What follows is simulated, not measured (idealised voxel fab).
The process module that follows is named voxel self aligned vias.
Section shown: cut. Width: 265 nm. Cell size: 5 nm, square.
Reading order for cross-sections: top band down to bottom band. Underlying form: a grid of square cells. Band size: one or more rows of cells. In this notation a band is specified by the heights of its top and bottom, in that order and in nm, after which its materials appear from left to right, each paired with its width in nm. The word "throughout" attached to a single material means that material fills the band from edge to edge; the word "empty" stands for empty space. The reference from which all heights are counted is 0, the level beneath which the as-received wafer is entirely one material; the lowest band, having no lower bound, proceeds downward and is written after the example "top 0, no bottom". Per-row width for "30->40": begins at first number (top row of band), ends at second number (bottom row), increment between rows held constant. Take "everything unchanged" at face value: in the step it is given for, the cross-section changed in none of its cells. Closed empty spaces (no open way to the top) of 8 cells or more are what "Closed voids list" lists, each as width x height at distance from the left edge, nm for all three. Heads up: the bit after the settings on a step's line is the simulator's remark on that step. "overlay nm", when on a step's line for a step with a mask, measures how far to the right of its planned place the mask lay; a negative measure means to the left.
List of planned process steps:
1. RECEIVE | material Si
2. CONFORMAL_DEP | material SiO2 | thk nm 15
3. CONFORMAL_DEP | material SiCN | thk nm 5
4. DIRECTIONAL_DEP | material lowk | thk nm 30
5. MASKED_ETCH | tone open | mask id LINES | width nm 25 | pitch nm 75 | etch materials lowk | depth nm 30 | overlay nm 0
6. CONFORMAL_DEP | material TiN | thk nm 5
7. FILL_DEP | material Ru | thk nm 10
8. CMP | height nm 50
9. SELECTIVE_ETCH | etch materials W Ru TiN | depth nm 5
10. FILL_DEP | material SiN | thk nm 10
11. CMP | height nm 50
12. DIRECTIONAL_DEP | material lowk | thk nm 20
13. PATTERN | tone open | mask id VIAS | material resist | width nm 45 | thk nm 20 | overlay nm -15
14. DIRECTIONAL_ETCH | etch materials lowk | depth nm 20
15. DIRECTIONAL_ETCH | etch materials SiN | depth nm 5
16. STRIP | etch materials resist
17. CONFORMAL_DEP | material TiN | thk nm 5
18. FILL_DEP | material W | thk nm 10
19. CMP | height nm 70
20. CONFORMAL_DEP | material SiN | thk nm 5
Wafers differ in overlay nm at step 13; plan lists the first wafer's value; identical starting state.
First of several wafers, received after step 1, in cross-section:
top 0, no bottom = Si throughout
Closed voids list: none
Wafer rows; end of module; cells per material since receipt: (+) gained, (-) lost; then closed voids:
overlay nm -15, +24 Ru, +53 SiCN, +59 SiN, +159 SiO2, +43 TiN, +23 W, +434 lowk, Closed voids list: none
overlay nm -10, +24 Ru, +53 SiCN, +58 SiN, +159 SiO2, +43 TiN, +24 W, +434 lowk, Closed voids list: none
overlay nm -5, +24 Ru, +53 SiCN, +58 SiN, +159 SiO2, +43 TiN, +24 W, +434 lowk, Closed voids list: none
overlay nm 0, +24 Ru, +53 SiCN, +58 SiN, +159 SiO2, +43 TiN, +24 W, +434 lowk, Closed voids list: none
overlay nm 5, +24 Ru, +53 SiCN, +58 SiN, +159 SiO2, +43 TiN, +24 W, +434 lowk, Closed voids list: none
overlay nm 10, +24 Ru, +53 SiCN, +58 SiN, +159 SiO2, +43 TiN, +24 W, +434 lowk, Closed voids list: none
overlay nm 15, +24 Ru, +53 SiCN, +59 SiN, +159 SiO2, +43 TiN, +23 W, +434 lowk, Closed voids list: none
